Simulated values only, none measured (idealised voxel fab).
The following is a process module called voxel fin reveal.
Cross-section cut: width 250 nm, square cells of 5 nm.
In what follows, cross-sections appear as grids of square cells, described through bands that run from the top down, where every band is one or more rows of cells.
Within each band entry, the heights of the top and of the bottom of the band appear first, in that order and in nm; the materials of the band then follow from left to right, each with its corresponding width in nm. The designation "full width" on a single material indicates that it fills the band from edge to edge; the designation "blank" indicates empty space.
For the purposes of this specification, 0 denotes the height below which the wafer in its as-received condition is composed wholly of one material, and the lowermost band, lacking a lower limit, extends downward without end, as expressed in "0 down".
Think of "30..40" as a width that walks from the first number to the second as you go down the band, top row to bottom row, taking equal-sized steps from row to row.
"changes: none" means the step left every cell of the cross-section as it was.
"Enclosed void listing" means: voids of 8 cells or more that are shut off from the top with no open way through. Written width x height at distance, distance from the left edge, in nm.
What comes after the settings on a step's line is commentary from the simulator itself on that step.
A step line may carry the setting "overlay nm", which, for steps involving a mask, states the distance by which the mask lay to the right of its intended position; negative values denote displacement to the left.

Process steps foreseen in the plan:
1 RECEIVE,material Si
2 CONFORMAL_DEP,material SiN,thk nm 5
3 DIRECTIONAL_DEP,material aC,thk nm 15
4 PATTERN,tone cover,mask id FINS,material resist,width nm 15,pitch nm 35,thk nm 35,overlay nm -15
5 DIRECTIONAL_ETCH,etch materials aC,depth nm 15
6 STRIP,etch materials resist
7 DIRECTIONAL_ETCH,etch materials SiN,depth nm 5
8 DIRECTIONAL_ETCH,etch materials Si,depth nm 35
9 STRIP,etch materials aC
10 OXIDIZE,depth nm 5
11 FILL_DEP,material SiO2,thk nm 15
12 CMP,height nm 5
13 SELECTIVE_ETCH,etch materials SiO2,depth nm 25
14 STRIP,etch materials SiN
All wafers enter the flow in the same state. The overlay nm at step 4 differs from wafer to wafer, and the plan gives the value for the first wafer.

First wafer of several, as received: cross-section after step 1:
0 down = Si full width
Enclosed void listing: none

For your reference, the table is organized with a row per wafer; each row reflects the wafer at the end of the module, indicating for each material the cells gained (+) or lost (-) since receipt, and thereafter its closed voids:
overlay nm -15; -376 Si; +188 SiO2; Enclosed void listing: none
overlay nm -10; -376 Si; +188 SiO2; Enclosed void listing: none
overlay nm -5; -376 Si; +188 SiO2; Enclosed void listing: none
overlay nm 0; -376 Si; +188 SiO2; Enclosed void listing: none
overlay nm 5; -376 Si; +188 SiO2; Enclosed void listing: none
overlay nm 10; -376 Si; +188 SiO2; Enclosed void listing: none
overlay nm 15; -376 Si; +188 SiO2; Enclosed void listing: none
